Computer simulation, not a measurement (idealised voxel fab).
A process module follows: voxel wiring stack.
FYI the section here is cut, 160 nm wide, cells are 5 nm squares.
Format of a cross-section: grid, square cells. Given as bands. Order: top down. Band: one or more rows of cells. This entry defines a band. It first specifies the height of the band's top and the height of its bottom in nm, and then specifies the band's materials from left to right, stating each material with its width in nm. The word "edge to edge" identifies a single material that fills the band from edge to edge, while the word "empty" identifies empty space. Heads up on the height convention: 0 is the point under which the incoming wafer is all one material, and the lowest band has no bottom, it just keeps going down, like "0 -> down". A two-number width, for instance "30->40", indicates that the width is equal to the first number in the top row of the band and to the second number in the bottom row, and that it changes by a constant amount per row of cells. "nothing got changed" after a step means that no cell of the cross-section changed. Voids not open to the top, 8 cells minimum: see "Enclosed empty spaces". Written width x height at distance; distance is from the left edge; nm. Step line, after settings: the simulator's comment on this step. overlay nm: for a step with a mask, the amount by which the mask lay right of where it was planned; a negative amount means left of it.
THE PLANNED PROCESS STEPS ARE ENUMERATED HEREUNDER
- 1: op RECEIVE | material Si
- 2: op CONFORMAL_DEP | material SiO2 | thk nm 10
- 3: op CONFORMAL_DEP | material SiN | thk nm 5
- 4: op DIRECTIONAL_DEP | material SiO2 | thk nm 20
- 5: op DIRECTIONAL_DEP | material aC | thk nm 15
- 6: op PATTERN | tone open | mask id METAL_1 | material resist | width nm 25 | pitch nm 45 | thk nm 30 | overlay nm 0
- 7: op DIRECTIONAL_ETCH | etch materials aC | depth nm 15
- 8: op STRIP | etch materials resist
- 9: op DIRECTIONAL_ETCH | etch materials SiO2 | depth nm 20
- 10: op DIRECTIONAL_ETCH | etch materials SiN | depth nm 5
- 11: op STRIP | etch materials aC
- 12: op CONFORMAL_DEP | material TiN | thk nm 5
- 13: op FILL_DEP | material Ru | thk nm 5
- 14: op CMP | height nm 35
- 15: op CONFORMAL_DEP | material SiCN | thk nm 5
- 16: op DIRECTIONAL_DEP | material lowk | thk nm 20
- 17: op DIRECTIONAL_DEP | material aC | thk nm 10
- 18: op PATTERN | tone open | mask id PLUG_1 | material resist | width nm 15 | thk nm 30 | overlay nm 0
- 19: op DIRECTIONAL_ETCH | etch materials aC | depth nm 10
- 20: op STRIP | etch materials resist
- 21: op DIRECTIONAL_ETCH | etch materials lowk | depth nm 20
- 22: op DIRECTIONAL_ETCH | etch materials SiCN | depth nm 5
- 23: op STRIP | etch materials aC
- 24: op EPI | material Ru | thk nm 10
- 25: op EPI | material Ru | thk nm 10
- 26: op EPI | material Ru | thk nm 5
- 27: op DIRECTIONAL_DEP | material TiN | thk nm 5
- 28: op DIRECTIONAL_DEP | material Ru | thk nm 20
- 29: op MASKED_ETCH | tone cover | mask id METAL_2 | width nm 25 | pitch nm 45 | etch materials Ru | depth nm 20 | overlay nm 0
- 30: op MASKED_ETCH | tone cover | mask id METAL_2 | width nm 25 | pitch nm 45 | etch materials TiN | depth nm 5 | overlay nm 0
- 31: op FILL_DEP | material SiO2 | thk nm 10
- 32: op CMP | height nm 85
- 33: op CONFORMAL_DEP | material SiCN | thk nm 5
- 34: op DIRECTIONAL_DEP | material lowk | thk nm 35
- 35: op DIRECTIONAL_DEP | material aC | thk nm 15
- 36: op PATTERN | tone open | mask id METAL_3_HOLES | material resist | width nm 15 | thk nm 35 | overlay nm 0
- 37: op DIRECTIONAL_ETCH | etch materials aC | depth nm 15
- 38: op STRIP | etch materials resist
- 39: op DIRECTIONAL_ETCH | etch materials lowk | depth nm 35
- 40: op STRIP | etch materials aC
- 41: op PATTERN | tone open | mask id METAL_3 | material resist | width nm 25 | pitch nm 45 | thk nm 20 | overlay nm 0
- 42: op DIRECTIONAL_ETCH | etch materials lowk | depth nm 20
- 43: op DIRECTIONAL_ETCH | etch materials SiCN | depth nm 5
- 44: op STRIP | etch materials resist
- 45: op CONFORMAL_DEP | material TiN | thk nm 5
- 46: op FILL_DEP | material Cu | thk nm 10
- 47: op CMP | height nm 125
- 48: op CONFORMAL_DEP | material SiCN | thk nm 5
WHAT FOLLOWS COVERS THE FIRST OF TWO WAFERS; IT RAN AS PLANNED
DELIVERED WAFER IN CROSS-SECTION: STATE AFTER STEP 1
0 -> down | Si edge to edge
Enclosed empty spaces: none
WAFER AFTER STEP 2 (CROSS-SECTION)
10 -> 0 | SiO2 edge to edge
All layers under 0 are left as they were.
WAFER AFTER STEP 3 (CROSS-SECTION)
15 -> 10 | SiN edge to edge
All layers under 10 are left as they were.
WAFER AFTER STEP 4 (CROSS-SECTION)
35 -> 15 | SiO2 edge to edge
All layers under 15 are left as they were.
WAFER AFTER STEP 5 (CROSS-SECTION)
50 -> 35 | aC edge to edge
All layers under 35 are left as they were.
WAFER AFTER STEP 6 (CROSS-SECTION)
80 -> 50 | 45 nm resist; 25 nm empty; 20 nm resist; 25 nm empty; 45 nm resist
All layers under 50 are left as they were.
WAFER AFTER STEP 7 (CROSS-SECTION)
65 -> 50 | 45 nm resist; 25 nm empty; 20 nm resist; 25 nm empty; 45 nm resist
50 -> 35 | 45 nm aC; 25 nm empty; 20 nm aC; 25 nm empty; 45 nm aC
All layers under 35 are left as they were.
WAFER AFTER STEP 8 (CROSS-SECTION)
50 -> 35 | 45 nm aC; 25 nm empty; 20 nm aC; 25 nm empty; 45 nm aC
All layers under 35 are left as they were.
WAFER AFTER STEP 9 (CROSS-SECTION)
50 -> 35 | 45 nm aC; 25 nm empty; 20 nm aC; 25 nm empty; 45 nm aC
35 -> 15 | 45 nm SiO2; 25 nm empty; 20 nm SiO2; 25 nm empty; 45 nm SiO2
All layers under 15 are left as they were.
WAFER AFTER STEP 10 (CROSS-SECTION)
50 -> 35 | 45 nm aC; 25 nm empty; 20 nm aC; 25 nm empty; 45 nm aC
35 -> 15 | 45 nm SiO2; 25 nm empty; 20 nm SiO2; 25 nm empty; 45 nm SiO2
15 -> 10 | 45 nm SiN; 25 nm empty; 20 nm SiN; 25 nm empty; 45 nm SiN
All layers under 10 are left as they were.
WAFER AFTER STEP 11 (CROSS-SECTION)
35 -> 15 | 45 nm SiO2; 25 nm empty; 20 nm SiO2; 25 nm empty; 45 nm SiO2
All layers under 15 are left as they were.
WAFER AFTER STEP 12 (CROSS-SECTION)
40 -> 35 | 50 nm TiN; 15 nm empty; 30 nm TiN; 15 nm empty; 50 nm TiN
35 -> 15 | 45 nm SiO2; 5 nm TiN; 15 nm empty; 5 nm TiN; 20 nm SiO2; 5 nm TiN; 15 nm empty; 5 nm TiN; 45 nm SiO2
15 -> 10 | 45 nm SiN; 25 nm TiN; 20 nm SiN; 25 nm TiN; 45 nm SiN
All layers under 10 are left as they were.
WAFER AFTER STEP 13 (CROSS-SECTION)
45 -> 40 | Ru edge to edge
40 -> 35 | 50 nm TiN; 15 nm Ru; 30 nm TiN; 15 nm Ru; 50 nm TiN
35 -> 15 | 45 nm SiO2; 5 nm TiN; 15 nm Ru; 5 nm TiN; 20 nm SiO2; 5 nm TiN; 15 nm Ru; 5 nm TiN; 45 nm SiO2
All layers under 15 are left as they were.
WAFER AFTER STEP 14 (CROSS-SECTION)
35 -> 15 | 45 nm SiO2; 5 nm TiN; 15 nm Ru; 5 nm TiN; 20 nm SiO2; 5 nm TiN; 15 nm Ru; 5 nm TiN; 45 nm SiO2
All layers under 15 are left as they were.
WAFER AFTER STEP 15 (CROSS-SECTION)
40 -> 35 | SiCN edge to edge
All layers under 35 are left as they were.
WAFER AFTER STEP 16 (CROSS-SECTION)
60 -> 40 | lowk edge to edge
All layers under 40 are left as they were.
WAFER AFTER STEP 17 (CROSS-SECTION)
70 -> 60 | aC edge to edge
All layers under 60 are left as they were.
WAFER AFTER STEP 18 (CROSS-SECTION)
100 -> 70 | 45 nm resist; 15 nm empty; 100 nm resist
All layers under 70 are left as they were.
WAFER AFTER STEP 19 (CROSS-SECTION)
90 -> 70 | 45 nm resist; 15 nm empty; 100 nm resist
70 -> 60 | 45 nm aC; 15 nm empty; 100 nm aC
All layers under 60 are left as they were.
WAFER AFTER STEP 20 (CROSS-SECTION)
70 -> 60 | 45 nm aC; 15 nm empty; 100 nm aC
All layers under 60 are left as they were.
WAFER AFTER STEP 21 (CROSS-SECTION)
70 -> 60 | 45 nm aC; 15 nm empty; 100 nm aC
60 -> 40 | 45 nm lowk; 15 nm empty; 100 nm lowk
All layers under 40 are left as they were.
WAFER AFTER STEP 22 (CROSS-SECTION)
70 -> 60 | 45 nm aC; 15 nm empty; 100 nm aC
60 -> 40 | 45 nm lowk; 15 nm empty; 100 nm lowk
40 -> 35 | 45 nm SiCN; 15 nm empty; 100 nm SiCN
All layers under 35 are left as they were.
WAFER AFTER STEP 23 (CROSS-SECTION)
60 -> 40 | 45 nm lowk; 15 nm empty; 100 nm lowk
All layers under 40 are left as they were.
WAFER AFTER STEP 24 (CROSS-SECTION)
60 -> 45 | 45 nm lowk; 15 nm empty; 100 nm lowk
45 -> 40 | 45 nm lowk; 15 nm Ru; 100 nm lowk
40 -> 35 | 45 nm SiCN; 15 nm Ru; 100 nm SiCN
All layers under 35 are left as they were.
WAFER AFTER STEP 25 (CROSS-SECTION)
60 -> 55 | 45 nm lowk; 15 nm empty; 100 nm lowk
55 -> 40 | 45 nm lowk; 15 nm Ru; 100 nm lowk
All layers under 40 are left as they were.
WAFER AFTER STEP 26 (CROSS-SECTION)
60 -> 40 | 45 nm lowk; 15 nm Ru; 100 nm lowk
All layers under 40 are left as they were.
WAFER AFTER STEP 27 (CROSS-SECTION)
65 -> 60 | TiN edge to edge
All layers under 60 are left as they were.
WAFER AFTER STEP 28 (CROSS-SECTION)
85 -> 65 | Ru edge to edge
All layers under 65 are left as they were.
WAFER AFTER STEP 29 (CROSS-SECTION)
85 -> 65 | 45 nm empty; 25 nm Ru; 20 nm empty; 25 nm Ru; 45 nm empty
All layers under 65 are left as they were.
WAFER AFTER STEP 30 (CROSS-SECTION)
85 -> 65 | 45 nm empty; 25 nm Ru; 20 nm empty; 25 nm Ru; 45 nm empty
65 -> 60 | 45 nm empty; 25 nm TiN; 20 nm empty; 25 nm TiN; 45 nm empty
All layers under 60 are left as they were.
WAFER AFTER STEP 31 (CROSS-SECTION)
95 -> 85 | SiO2 edge to edge
85 -> 65 | 45 nm SiO2; 25 nm Ru; 20 nm SiO2; 25 nm Ru; 45 nm SiO2
65 -> 60 | 45 nm SiO2; 25 nm TiN; 20 nm SiO2; 25 nm TiN; 45 nm SiO2
All layers under 60 are left as they were.
WAFER AFTER STEP 32 (CROSS-SECTION)
85 -> 65 | 45 nm SiO2; 25 nm Ru; 20 nm SiO2; 25 nm Ru; 45 nm SiO2
All layers under 65 are left as they were.
WAFER AFTER STEP 33 (CROSS-SECTION)
90 -> 85 | SiCN edge to edge
All layers under 85 are left as they were.
WAFER AFTER STEP 34 (CROSS-SECTION)
125 -> 90 | lowk edge to edge
All layers under 90 are left as they were.
WAFER AFTER STEP 35 (CROSS-SECTION)
140 -> 125 | aC edge to edge
All layers under 125 are left as they were.
WAFER AFTER STEP 36 (CROSS-SECTION)
175 -> 140 | 45 nm resist; 15 nm empty; 100 nm resist
All layers under 140 are left as they were.
WAFER AFTER STEP 37 (CROSS-SECTION)
160 -> 140 | 45 nm resist; 15 nm empty; 100 nm resist
140 -> 125 | 45 nm aC; 15 nm empty; 100 nm aC
All layers under 125 are left as they were.
WAFER AFTER STEP 38 (CROSS-SECTION)
140 -> 125 | 45 nm aC; 15 nm empty; 100 nm aC
All layers under 125 are left as they were.
WAFER AFTER STEP 39 (CROSS-SECTION)
140 -> 125 | 45 nm aC; 15 nm empty; 100 nm aC
125 -> 90 | 45 nm lowk; 15 nm empty; 100 nm lowk
All layers under 90 are left as they were.
WAFER AFTER STEP 40 (CROSS-SECTION)
125 -> 90 | 45 nm lowk; 15 nm empty; 100 nm lowk
All layers under 90 are left as they were.
WAFER AFTER STEP 41 (CROSS-SECTION)
145 -> 125 | 45 nm resist; 25 nm empty; 20 nm resist; 25 nm empty; 45 nm resist
All layers under 125 are left as they were.
WAFER AFTER STEP 42 (CROSS-SECTION)
145 -> 125 | 45 nm resist; 25 nm empty; 20 nm resist; 25 nm empty; 45 nm resist
125 -> 105 | 45 nm lowk; 25 nm empty; 20 nm lowk; 25 nm empty; 45 nm lowk
All layers under 105 are left as they were.
WAFER AFTER STEP 43 (CROSS-SECTION)
145 -> 125 | 45 nm resist; 25 nm empty; 20 nm resist; 25 nm empty; 45 nm resist
125 -> 105 | 45 nm lowk; 25 nm empty; 20 nm lowk; 25 nm empty; 45 nm lowk
105 -> 90 | 45 nm lowk; 15 nm empty; 100 nm lowk
90 -> 85 | 45 nm SiCN; 15 nm empty; 100 nm SiCN
All layers under 85 are left as they were.
WAFER AFTER STEP 44 (CROSS-SECTION)
125 -> 105 | 45 nm lowk; 25 nm empty; 20 nm lowk; 25 nm empty; 45 nm lowk
All layers under 105 are left as they were.
WAFER AFTER STEP 45 (CROSS-SECTION)
130 -> 125 | 50 nm TiN; 15 nm empty; 30 nm TiN; 15 nm empty; 50 nm TiN
125 -> 110 | 45 nm lowk; 5 nm TiN; 15 nm empty; 5 nm TiN; 20 nm lowk; 5 nm TiN; 15 nm empty; 5 nm TiN; 45 nm lowk
110 -> 105 | 45 nm lowk; 5 nm TiN; 5 nm empty; 15 nm TiN; 20 nm lowk; 25 nm TiN; 45 nm lowk
105 -> 90 | 45 nm lowk; 5 nm TiN; 5 nm empty; 5 nm TiN; 100 nm lowk
90 -> 85 | 45 nm SiCN; 15 nm TiN; 100 nm SiCN
All layers under 85 are left as they were.
WAFER AFTER STEP 46 (CROSS-SECTION)
140 -> 130 | Cu edge to edge
130 -> 125 | 50 nm TiN; 15 nm Cu; 30 nm TiN; 15 nm Cu; 50 nm TiN
125 -> 110 | 45 nm lowk; 5 nm TiN; 15 nm Cu; 5 nm TiN; 20 nm lowk; 5 nm TiN; 15 nm Cu; 5 nm TiN; 45 nm lowk
110 -> 105 | 45 nm lowk; 5 nm TiN; 5 nm Cu; 15 nm TiN; 20 nm lowk; 25 nm TiN; 45 nm lowk
105 -> 90 | 45 nm lowk; 5 nm TiN; 5 nm Cu; 5 nm TiN; 100 nm lowk
All layers under 90 are left as they were.
WAFER AFTER STEP 47 (CROSS-SECTION)
125 -> 110 | 45 nm lowk; 5 nm TiN; 15 nm Cu; 5 nm TiN; 20 nm lowk; 5 nm TiN; 15 nm Cu; 5 nm TiN; 45 nm lowk
All layers under 110 are left as they were.
WAFER AFTER STEP 48 (CROSS-SECTION)
130 -> 125 | SiCN edge to edge
All layers under 125 are left as they were.
WAFER TWO: LIKE WAFER ONE IN START AND PLAN, BUT WITH ONE MISTAKE IN EXECUTION; IDENTICAL UP TO AND INCLUDING STEP 2
Second wafer cross-section, taken as of the time the plan sets for step 3 to be done: nothing got changed
SECOND WAFER CROSS-SECTION, TAKEN AS OF THE TIME THE PLAN SETS FOR STEP 4 TO BE DONE
30 -> 0 | SiO2 edge to edge
All layers under 0 are left as they were.
SECOND WAFER CROSS-SECTION, TAKEN AS OF THE TIME THE PLAN SETS FOR STEP 5 TO BE DONE
45 -> 30 | aC edge to edge
All layers under 30 are left as they were.
SECOND WAFER CROSS-SECTION, TAKEN AS OF THE TIME THE PLAN SETS FOR STEP 6 TO BE DONE
75 -> 45 | 45 nm resist; 25 nm empty; 20 nm resist; 25 nm empty; 45 nm resist
All layers under 45 are left as they were.
SECOND WAFER CROSS-SECTION, TAKEN AS OF THE TIME THE PLAN SETS FOR STEP 7 TO BE DONE
60 -> 45 | 45 nm resist; 25 nm empty; 20 nm resist; 25 nm empty; 45 nm resist
45 -> 30 | 45 nm aC; 25 nm empty; 20 nm aC; 25 nm empty; 45 nm aC
All layers under 30 are left as they were.
SECOND WAFER CROSS-SECTION, TAKEN AS OF THE TIME THE PLAN SETS FOR STEP 8 TO BE DONE
45 -> 30 | 45 nm aC; 25 nm empty; 20 nm aC; 25 nm empty; 45 nm aC
All layers under 30 are left as they were.
SECOND WAFER CROSS-SECTION, TAKEN AS OF THE TIME THE PLAN SETS FOR STEP 9 TO BE DONE
45 -> 30 | 45 nm aC; 25 nm empty; 20 nm aC; 25 nm empty; 45 nm aC
30 -> 10 | 45 nm SiO2; 25 nm empty; 20 nm SiO2; 25 nm empty; 45 nm SiO2
All layers under 10 are left as they were.
Second wafer cross-section, taken as of the time the plan sets for step 10 to be done: nothing got changed
SECOND WAFER CROSS-SECTION, TAKEN AS OF THE TIME THE PLAN SETS FOR STEP 11 TO BE DONE
30 -> 10 | 45 nm SiO2; 25 nm empty; 20 nm SiO2; 25 nm empty; 45 nm SiO2
All layers under 10 are left as they were.
SECOND WAFER CROSS-SECTION, TAKEN AS OF THE TIME THE PLAN SETS FOR STEP 12 TO BE DONE
35 -> 30 | 50 nm TiN; 15 nm empty; 30 nm TiN; 15 nm empty; 50 nm TiN
30 -> 15 | 45 nm SiO2; 5 nm TiN; 15 nm empty; 5 nm TiN; 20 nm SiO2; 5 nm TiN; 15 nm empty; 5 nm TiN; 45 nm SiO2
15 -> 10 | 45 nm SiO2; 25 nm TiN; 20 nm SiO2; 25 nm TiN; 45 nm SiO2
All layers under 10 are left as they were.
SECOND WAFER CROSS-SECTION, TAKEN AS OF THE TIME THE PLAN SETS FOR STEP 13 TO BE DONE
40 -> 35 | Ru edge to edge
35 -> 30 | 50 nm TiN; 15 nm Ru; 30 nm TiN; 15 nm Ru; 50 nm TiN
30 -> 15 | 45 nm SiO2; 5 nm TiN; 15 nm Ru; 5 nm TiN; 20 nm SiO2; 5 nm TiN; 15 nm Ru; 5 nm TiN; 45 nm SiO2
All layers under 15 are left as they were.
SECOND WAFER CROSS-SECTION, TAKEN AS OF THE TIME THE PLAN SETS FOR STEP 14 TO BE DONE
35 -> 30 | 50 nm TiN; 15 nm Ru; 30 nm TiN; 15 nm Ru; 50 nm TiN
All layers under 30 are left as they were.
SECOND WAFER CROSS-SECTION, TAKEN AS OF THE TIME THE PLAN SETS FOR STEP 15 TO BE DONE
40 -> 35 | SiCN edge to edge
All layers under 35 are left as they were.
SECOND WAFER CROSS-SECTION, TAKEN AS OF THE TIME THE PLAN SETS FOR STEP 16 TO BE DONE
60 -> 40 | lowk edge to edge
All layers under 40 are left as they were.
SECOND WAFER CROSS-SECTION, TAKEN AS OF THE TIME THE PLAN SETS FOR STEP 17 TO BE DONE
70 -> 60 | aC edge to edge
All layers under 60 are left as they were.
SECOND WAFER CROSS-SECTION, TAKEN AS OF THE TIME THE PLAN SETS FOR STEP 18 TO BE DONE
100 -> 70 | 45 nm resist; 15 nm empty; 100 nm resist
All layers under 70 are left as they were.
SECOND WAFER CROSS-SECTION, TAKEN AS OF THE TIME THE PLAN SETS FOR STEP 19 TO BE DONE
90 -> 70 | 45 nm resist; 15 nm empty; 100 nm resist
70 -> 60 | 45 nm aC; 15 nm empty; 100 nm aC
All layers under 60 are left as they were.
SECOND WAFER CROSS-SECTION, TAKEN AS OF THE TIME THE PLAN SETS FOR STEP 20 TO BE DONE
70 -> 60 | 45 nm aC; 15 nm empty; 100 nm aC
All layers under 60 are left as they were.
SECOND WAFER CROSS-SECTION, TAKEN AS OF THE TIME THE PLAN SETS FOR STEP 21 TO BE DONE
70 -> 60 | 45 nm aC; 15 nm empty; 100 nm aC
60 -> 40 | 45 nm lowk; 15 nm empty; 100 nm lowk
All layers under 40 are left as they were.
SECOND WAFER CROSS-SECTION, TAKEN AS OF THE TIME THE PLAN SETS FOR STEP 22 TO BE DONE
70 -> 60 | 45 nm aC; 15 nm empty; 100 nm aC
60 -> 40 | 45 nm lowk; 15 nm empty; 100 nm lowk
40 -> 35 | 45 nm SiCN; 15 nm empty; 100 nm SiCN
All layers under 35 are left as they were.
SECOND WAFER CROSS-SECTION, TAKEN AS OF THE TIME THE PLAN SETS FOR STEP 23 TO BE DONE
60 -> 40 | 45 nm lowk; 15 nm empty; 100 nm lowk
All layers under 40 are left as they were.
SECOND WAFER CROSS-SECTION, TAKEN AS OF THE TIME THE PLAN SETS FOR STEP 24 TO BE DONE
60 -> 45 | 45 nm lowk; 15 nm empty; 100 nm lowk
45 -> 40 | 45 nm lowk; 15 nm Ru; 100 nm lowk
40 -> 35 | 45 nm SiCN; 15 nm Ru; 100 nm SiCN
All layers under 35 are left as they were.
SECOND WAFER CROSS-SECTION, TAKEN AS OF THE TIME THE PLAN SETS FOR STEP 25 TO BE DONE
60 -> 55 | 45 nm lowk; 15 nm empty; 100 nm lowk
55 -> 40 | 45 nm lowk; 15 nm Ru; 100 nm lowk
All layers under 40 are left as they were.
SECOND WAFER CROSS-SECTION, TAKEN AS OF THE TIME THE PLAN SETS FOR STEP 26 TO BE DONE
60 -> 40 | 45 nm lowk; 15 nm Ru; 100 nm lowk
All layers under 40 are left as they were.
SECOND WAFER CROSS-SECTION, TAKEN AS OF THE TIME THE PLAN SETS FOR STEP 27 TO BE DONE
65 -> 60 | TiN edge to edge
All layers under 60 are left as they were.
SECOND WAFER CROSS-SECTION, TAKEN AS OF THE TIME THE PLAN SETS FOR STEP 28 TO BE DONE
85 -> 65 | Ru edge to edge
All layers under 65 are left as they were.
SECOND WAFER CROSS-SECTION, TAKEN AS OF THE TIME THE PLAN SETS FOR STEP 29 TO BE DONE
85 -> 65 | 45 nm empty; 25 nm Ru; 20 nm empty; 25 nm Ru; 45 nm empty
All layers under 65 are left as they were.
SECOND WAFER CROSS-SECTION, TAKEN AS OF THE TIME THE PLAN SETS FOR STEP 30 TO BE DONE
85 -> 65 | 45 nm empty; 25 nm Ru; 20 nm empty; 25 nm Ru; 45 nm empty
65 -> 60 | 45 nm empty; 25 nm TiN; 20 nm empty; 25 nm TiN; 45 nm empty
All layers under 60 are left as they were.
SECOND WAFER CROSS-SECTION, TAKEN AS OF THE TIME THE PLAN SETS FOR STEP 31 TO BE DONE
95 -> 85 | SiO2 edge to edge
85 -> 65 | 45 nm SiO2; 25 nm Ru; 20 nm SiO2; 25 nm Ru; 45 nm SiO2
65 -> 60 | 45 nm SiO2; 25 nm TiN; 20 nm SiO2; 25 nm TiN; 45 nm SiO2
All layers under 60 are left as they were.
SECOND WAFER CROSS-SECTION, TAKEN AS OF THE TIME THE PLAN SETS FOR STEP 32 TO BE DONE
85 -> 65 | 45 nm SiO2; 25 nm Ru; 20 nm SiO2; 25 nm Ru; 45 nm SiO2
All layers under 65 are left as they were.
SECOND WAFER CROSS-SECTION, TAKEN AS OF THE TIME THE PLAN SETS FOR STEP 33 TO BE DONE
90 -> 85 | SiCN edge to edge
All layers under 85 are left as they were.
SECOND WAFER CROSS-SECTION, TAKEN AS OF THE TIME THE PLAN SETS FOR STEP 34 TO BE DONE
125 -> 90 | lowk edge to edge
All layers under 90 are left as they were.
SECOND WAFER CROSS-SECTION, TAKEN AS OF THE TIME THE PLAN SETS FOR STEP 35 TO BE DONE
140 -> 125 | aC edge to edge
All layers under 125 are left as they were.
SECOND WAFER CROSS-SECTION, TAKEN AS OF THE TIME THE PLAN SETS FOR STEP 36 TO BE DONE
175 -> 140 | 45 nm resist; 15 nm empty; 100 nm resist
All layers under 140 are left as they were.
SECOND WAFER CROSS-SECTION, TAKEN AS OF THE TIME THE PLAN SETS FOR STEP 37 TO BE DONE
160 -> 140 | 45 nm resist; 15 nm empty; 100 nm resist
140 -> 125 | 45 nm aC; 15 nm empty; 100 nm aC
All layers under 125 are left as they were.
SECOND WAFER CROSS-SECTION, TAKEN AS OF THE TIME THE PLAN SETS FOR STEP 38 TO BE DONE
140 -> 125 | 45 nm aC; 15 nm empty; 100 nm aC
All layers under 125 are left as they were.
SECOND WAFER CROSS-SECTION, TAKEN AS OF THE TIME THE PLAN SETS FOR STEP 39 TO BE DONE
140 -> 125 | 45 nm aC; 15 nm empty; 100 nm aC
125 -> 90 | 45 nm lowk; 15 nm empty; 100 nm lowk
All layers under 90 are left as they were.
SECOND WAFER CROSS-SECTION, TAKEN AS OF THE TIME THE PLAN SETS FOR STEP 40 TO BE DONE
125 -> 90 | 45 nm lowk; 15 nm empty; 100 nm lowk
All layers under 90 are left as they were.
SECOND WAFER CROSS-SECTION, TAKEN AS OF THE TIME THE PLAN SETS FOR STEP 41 TO BE DONE
145 -> 125 | 45 nm resist; 25 nm empty; 20 nm resist; 25 nm empty; 45 nm resist
All layers under 125 are left as they were.
SECOND WAFER CROSS-SECTION, TAKEN AS OF THE TIME THE PLAN SETS FOR STEP 42 TO BE DONE
145 -> 125 | 45 nm resist; 25 nm empty; 20 nm resist; 25 nm empty; 45 nm resist
125 -> 105 | 45 nm lowk; 25 nm empty; 20 nm lowk; 25 nm empty; 45 nm lowk
All layers under 105 are left as they were.
SECOND WAFER CROSS-SECTION, TAKEN AS OF THE TIME THE PLAN SETS FOR STEP 43 TO BE DONE
145 -> 125 | 45 nm resist; 25 nm empty; 20 nm resist; 25 nm empty; 45 nm resist
125 -> 105 | 45 nm lowk; 25 nm empty; 20 nm lowk; 25 nm empty; 45 nm lowk
105 -> 90 | 45 nm lowk; 15 nm empty; 100 nm lowk
90 -> 85 | 45 nm SiCN; 15 nm empty; 100 nm SiCN
All layers under 85 are left as they were.
SECOND WAFER CROSS-SECTION, TAKEN AS OF THE TIME THE PLAN SETS FOR STEP 44 TO BE DONE
125 -> 105 | 45 nm lowk; 25 nm empty; 20 nm lowk; 25 nm empty; 45 nm lowk
All layers under 105 are left as they were.
SECOND WAFER CROSS-SECTION, TAKEN AS OF THE TIME THE PLAN SETS FOR STEP 45 TO BE DONE
130 -> 125 | 50 nm TiN; 15 nm empty; 30 nm TiN; 15 nm empty; 50 nm TiN
125 -> 110 | 45 nm lowk; 5 nm TiN; 15 nm empty; 5 nm TiN; 20 nm lowk; 5 nm TiN; 15 nm empty; 5 nm TiN; 45 nm lowk
110 -> 105 | 45 nm lowk; 5 nm TiN; 5 nm empty; 15 nm TiN; 20 nm lowk; 25 nm TiN; 45 nm lowk
105 -> 90 | 45 nm lowk; 5 nm TiN; 5 nm empty; 5 nm TiN; 100 nm lowk
90 -> 85 | 45 nm SiCN; 15 nm TiN; 100 nm SiCN
All layers under 85 are left as they were.
SECOND WAFER CROSS-SECTION, TAKEN AS OF THE TIME THE PLAN SETS FOR STEP 46 TO BE DONE
140 -> 130 | Cu edge to edge
130 -> 125 | 50 nm TiN; 15 nm Cu; 30 nm TiN; 15 nm Cu; 50 nm TiN
125 -> 110 | 45 nm lowk; 5 nm TiN; 15 nm Cu; 5 nm TiN; 20 nm lowk; 5 nm TiN; 15 nm Cu; 5 nm TiN; 45 nm lowk
110 -> 105 | 45 nm lowk; 5 nm TiN; 5 nm Cu; 15 nm TiN; 20 nm lowk; 25 nm TiN; 45 nm lowk
105 -> 90 | 45 nm lowk; 5 nm TiN; 5 nm Cu; 5 nm TiN; 100 nm lowk
All layers under 90 are left as they were.
SECOND WAFER CROSS-SECTION, TAKEN AS OF THE TIME THE PLAN SETS FOR STEP 47 TO BE DONE
125 -> 110 | 45 nm lowk; 5 nm TiN; 15 nm Cu; 5 nm TiN; 20 nm lowk; 5 nm TiN; 15 nm Cu; 5 nm TiN; 45 nm lowk
All layers under 110 are left as they were.
SECOND WAFER CROSS-SECTION, TAKEN AS OF THE TIME THE PLAN SETS FOR STEP 48 TO BE DONE
130 -> 125 | SiCN edge to edge
All layers under 125 are left as they were.
what went wrong: step 3 was dropped from the plan's execution and never run
Final comparison by cell count, materials where the second wafer has more or fewer than the first: SiN -22 | TiN +22
